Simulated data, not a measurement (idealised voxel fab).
process module | voxel capacitor over wiring
cross-section cut | 230 nm wide | cells 5 nm
A cross-section is a grid of square cells, given in bands from the top down. A band is one or more rows of cells.
Each band's line starts with the height of the band's top and of its bottom, in nm. Then come its materials from left to right, each with its width in nm. One material with "throughout" fills the band from edge to edge. "air" is empty space.
Height 0 is the level under which the wafer as received is all one material. The lowest band goes on downwards, as in "0 down".
A width such as "30 to 40" changes by the same amount from each row of cells to the next, from the band's top row to its bottom row.
"no change" after a step means that no cell of the cross-section changed.
closed voids: empty space of 8 cells or more with no open way to the top, each as width x height at its distance from the left edge, in nm
after a step's settings: what the simulator itself notes on the step
overlay nm, on a step with a mask: how far to the right of its planned place the mask lay; to the left if negative
plan
1 op RECEIVE | material Si
2 op CONFORMAL_DEP | material SiO2 | thk nm 10
3 op CONFORMAL_DEP | material SiCN | thk nm 5
4 op DIRECTIONAL_DEP | material SiO2 | thk nm 20
5 op DIRECTIONAL_DEP | material aC | thk nm 15
6 op PATTERN | tone open | mask id METAL_1 | material resist | width nm 30 | pitch nm 95 | thk nm 35 | overlay nm 0
7 op DIRECTIONAL_ETCH | etch materials aC | depth nm 15
8 op STRIP | etch materials resist
9 op DIRECTIONAL_ETCH | etch materials SiO2 | depth nm 20
10 op DIRECTIONAL_ETCH | etch materials SiCN | depth nm 5
11 op STRIP | etch materials aC
12 op CONFORMAL_DEP | material TiN | thk nm 5
13 op FILL_DEP | material Ru | thk nm 5
14 op CMP | height nm 35
15 op CONFORMAL_DEP | material SiCN | thk nm 5
16 op DIRECTIONAL_DEP | material lowk | thk nm 15
17 op DIRECTIONAL_DEP | material aC | thk nm 10
18 op PATTERN | tone open | mask id PLUG_1 | material resist | width nm 15 | thk nm 30 | overlay nm 0
19 op DIRECTIONAL_ETCH | etch materials aC | depth nm 10
20 op STRIP | etch materials resist
21 op DIRECTIONAL_ETCH | etch materials lowk | depth nm 15
22 op DIRECTIONAL_ETCH | etch materials SiCN | depth nm 5
23 op STRIP | etch materials aC
24 op EPI | material Ru | thk nm 10
25 op EPI | material Ru | thk nm 10
26 op DIRECTIONAL_DEP | material TiN | thk nm 10
27 op DIRECTIONAL_DEP | material SiN | thk nm 5
28 op DIRECTIONAL_DEP | material TiN | thk nm 10
29 op MASKED_ETCH | tone cover | mask id UPPER_PLATE | width nm 70 | etch materials TiN | depth nm 10 | overlay nm 0
30 op MASKED_ETCH | tone cover | mask id UPPER_PLATE | width nm 70 | etch materials SiN | depth nm 5 | overlay nm 0
31 op DIRECTIONAL_DEP | material aC | thk nm 10
32 op PATTERN | tone cover | mask id LOWER_PLATE | material resist | width nm 80 | thk nm 25 | overlay nm 0
33 op DIRECTIONAL_ETCH | etch materials aC | depth nm 10
34 op STRIP | etch materials resist
35 op DIRECTIONAL_ETCH | etch materials TiN | depth nm 10
36 op STRIP | etch materials aC
37 op FILL_DEP | material SiO2 | thk nm 15
38 op CMP | height nm 90
39 op DIRECTIONAL_DEP | material aC | thk nm 15
40 op PATTERN | tone open | mask id PLUG_2 | material resist | width nm 15 | thk nm 35 | overlay nm 0
41 op DIRECTIONAL_ETCH | etch materials aC | depth nm 15
42 op STRIP | etch materials resist
43 op DIRECTIONAL_ETCH | etch materials SiO2 | depth nm 10
44 op STRIP | etch materials aC
45 op CONFORMAL_DEP | material TiN | thk nm 5
46 op FILL_DEP | material W | thk nm 5
47 op CMP | height nm 90
48 op CONFORMAL_DEP | material SiN | thk nm 5
as received, after step 1
  0 down: Si throughout
  closed voids: none
a wafer at the end: this start, this plan, one mistake
  95 to 90: SiN throughout
  90 to 85: SiO2 75 | TiN 5 | W 5 | TiN 5 | SiO2 140
  85 to 80: SiO2 75 | TiN 15 | SiO2 140
  80 to 70: SiO2 65 | TiN 70 | SiO2 95
  70 to 65: SiO2 65 | SiN 70 | SiO2 95
  65 to 55: SiO2 60 | TiN 80 | SiO2 90
  55 to 40: lowk 65 | Ru 15 | lowk 150
  40 to 35: SiCN 65 | Ru 15 | SiCN 150
  35 to 30: Ru throughout
  30 to 25: TiN 55 | Ru 20 | TiN 75 | Ru 20 | TiN 60
  25 to 5: SiO2 50 | TiN 5 | Ru 20 | TiN 5 | SiO2 65 | TiN 5 | Ru 20 | TiN 5 | SiO2 55
  5 to 0: SiCN 50 | TiN 30 | SiCN 65 | TiN 30 | SiCN 55
  0 down: Si throughout
  closed voids: none
what went wrong: step 2 was left out
